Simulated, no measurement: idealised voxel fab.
The process module that follows is named voxel quadruple lines.
Square cell edge 5 nm, section width 265 nm, ID cut.
For the purposes of this document, a cross-section shall be understood as a grid of square cells, specified as bands listed in top-to-bottom order, each band consisting of one or more rows of cells.
The band entry comprises the height of the band's top followed by the height of its bottom, expressed in nm, and subsequently the band's materials from left to right, each stated together with its width in nm. Where a single material is marked with the word "everywhere", that material fills the band from edge to edge. The word "air" represents empty space.
A quick word on heights: they are counted from 0, and under that level the wafer as it came to us is one material throughout. The lowest band is different from the rest in having no bottom; it simply continues downward, written as in "0 and below".
So if you see something like "30 to 40" for the width, read it as the top row of the band sitting at the first number and the bottom row at the second, with every row in between moving by the same amount as the last.
Basically "same as before" means that step didn't change any cell in the cross-section.
Listed in "Closed void entries": every empty space of 8 or more cells without an open way to the top. Form: width x height at distance, the distance being from the left edge, all in nm.
Text after the settings on a step's line: the simulator's own remark on that step.
A step's line can hold "overlay nm"; with a mask on that step, the setting says how far right of the planned place the mask lay, while a negative setting says it lay to the left.

Below is the list of planned process steps
1. RECEIVE [material Si]
2. CONFORMAL_DEP [material Al2O3] [thk nm 5]
3. DIRECTIONAL_DEP [material W] [thk nm 10]
4. DIRECTIONAL_DEP [material polySi] [thk nm 15]
5. DIRECTIONAL_DEP [material aC] [thk nm 20]
6. PATTERN [tone cover] [mask id MANDREL] [material resist] [width nm 20] [pitch nm 60] [thk nm 25] [overlay nm 0]
7. DIRECTIONAL_ETCH [etch materials aC] [depth nm 20]
8. STRIP [etch materials resist]
9. CONFORMAL_DEP [material SiO2] [thk nm 10]
10. DIRECTIONAL_ETCH [etch materials SiO2] [depth nm 10]
11. STRIP [etch materials aC]
12. DIRECTIONAL_ETCH [etch materials polySi] [depth nm 15]
13. STRIP [etch materials SiO2]
14. CONFORMAL_DEP [material SiN] [thk nm 5]
15. DIRECTIONAL_ETCH [etch materials SiN] [depth nm 5]
16. STRIP [etch materials polySi]
17. DIRECTIONAL_ETCH [etch materials W] [depth nm 10]
18. STRIP [etch materials SiN]
19. FILL_DEP [material SiO2] [thk nm 10]
20. CMP [height nm 15]

As received (post step 1): cross-section
	0 and below  Si everywhere
	Closed void entries: none

End-of-module cross-section of the first of two wafers, processed as planned
	15 down to 5  SiO2=75, W=5, SiO2=10, W=5, SiO2=10, W=5, SiO2=10, W=5, SiO2=10, W=5, SiO2=10, W=5, SiO2=10, W=5, SiO2=10, W=5, SiO2=80
	5 down to 0  Al2O3 everywhere
	0 and below  Si everywhere
	Closed void entries: none

End-of-module cross-section of the second wafer: identical starting point and process plan to the first, with one processing mistake
	15 down to 10  SiO2 everywhere
	10 down to 0  SiO2=75, W=5, SiO2=10, W=5, SiO2=10, W=5, SiO2=10, W=5, SiO2=10, W=5, SiO2=10, W=5, SiO2=10, W=5, SiO2=10, W=5, SiO2=80
	0 and below  Si everywhere
	Closed void entries: none
Where did the run depart from the plan? execution of step 2 of the plan did not take place, the step having been omitted
Wrapping up, a cell-based count of both wafers puts the second over or under the first for these materials: Al2O3: 53 fewer | SiO2: 53 more
